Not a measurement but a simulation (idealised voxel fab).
Title: Process Module voxel ribs on slabs
It is cross-section cut that appears here, measuring 150 nm in width, its square cells being 5 nm in size.
In this document a cross-section is written as a grid of square cells. It is given as a series of bands, listed from the top down, and a band is one or more rows of cells.
Read a band's entry like this: the first values are the height of its top and the height of its bottom in nm, and what follows is the sequence of materials from left to right, each with its width in nm. Note that "blank" is empty space, and that a single material marked "edge to edge" reaches across the band from edge to edge.
Where do heights start? At 0: under that level the wafer as delivered is made of one material only. And the lowest band has no floor; it just carries on downward, as in "0 -> down".
Graded width ("30..40"): value in top row of band = first number; value in bottom row = second number; row-to-row change constant.
"all unchanged" -> step changed no cross-section cell.
"Closed void register" enumerates empty spaces isolated from the top, with no open way to it, that contain at least 8 cells, giving each as width x height at distance from the left edge, all three in nm.
Post-settings text on a step line: simulator's own remark regarding the step.
The optional step-line setting "overlay nm" applies to steps with a mask and quantifies how far to the right of its planned location the mask lay, a negative value indicating leftward placement.
Read each pair as before and after one process step. The after cross-section shows only down to the lowest band that changed. The step between them and its settings are given below the pair. Pairs can come from different runs of this module on the same starting wafer. A pair continues from the pair above only where its "Preceding state" entry says so.

### Preceding state
* 60 -> 50 | TiN edge to edge
* 50 -> 40 | SiO2 edge to edge
* 40 -> 35 | SiO2=50, then polySi=15, then SiO2=15, then polySi=15, then SiO2=55
* 35 -> 25 | SiO2=50, then polySi=45, then SiO2=55
* 25 -> 20 | polySi edge to edge
* 20 -> 0 | SiO2 edge to edge
* 0 -> down | Si edge to edge
* Closed void register: none

### Structure After Step
* 75 -> 60 | blank=60, then resist=25, then blank=65
* Rest of section, below 60: as before.
* Closed void register: none
Between the cross-sections above, the step performed was PATTERN,tone cover,mask id HEATER,material resist,width nm 25,thk nm 15,overlay nm 0

Preceding state: The cross-section prior to this step is the one presented after the step of the pair immediately above.

### Structure After Step
* 75 -> 60 | blank=60, then resist=25, then blank=65
* 60 -> 50 | blank=60, then TiN=25, then blank=65
* Rest of section, below 50: as before.
* Closed void register: none
Between the cross-sections above, the step performed was DIRECTIONAL_ETCH,etch materials TiN,depth nm 10

Preceding state: The cross-section prior to this step is the one presented after the step of the pair immediately above.

### Structure After Step
* 60 -> 50 | blank=60, then TiN=25, then blank=65
* Rest of section, below 50: as before.
* Closed void register: none
Between the cross-sections above, the step performed was STRIP,etch materials resist

Preceding state: The cross-section prior to this step is the one presented after the step of the pair immediately above.

### Structure After Step
* 70 -> 60 | blank=50, then SiN=45, then blank=55
* 60 -> 50 | SiN=60, then TiN=25, then SiN=65
* Rest of section, below 50: as before.
* Closed void register: none
Between the cross-sections above, the step performed was CONFORMAL_DEP,material SiN,thk nm 10
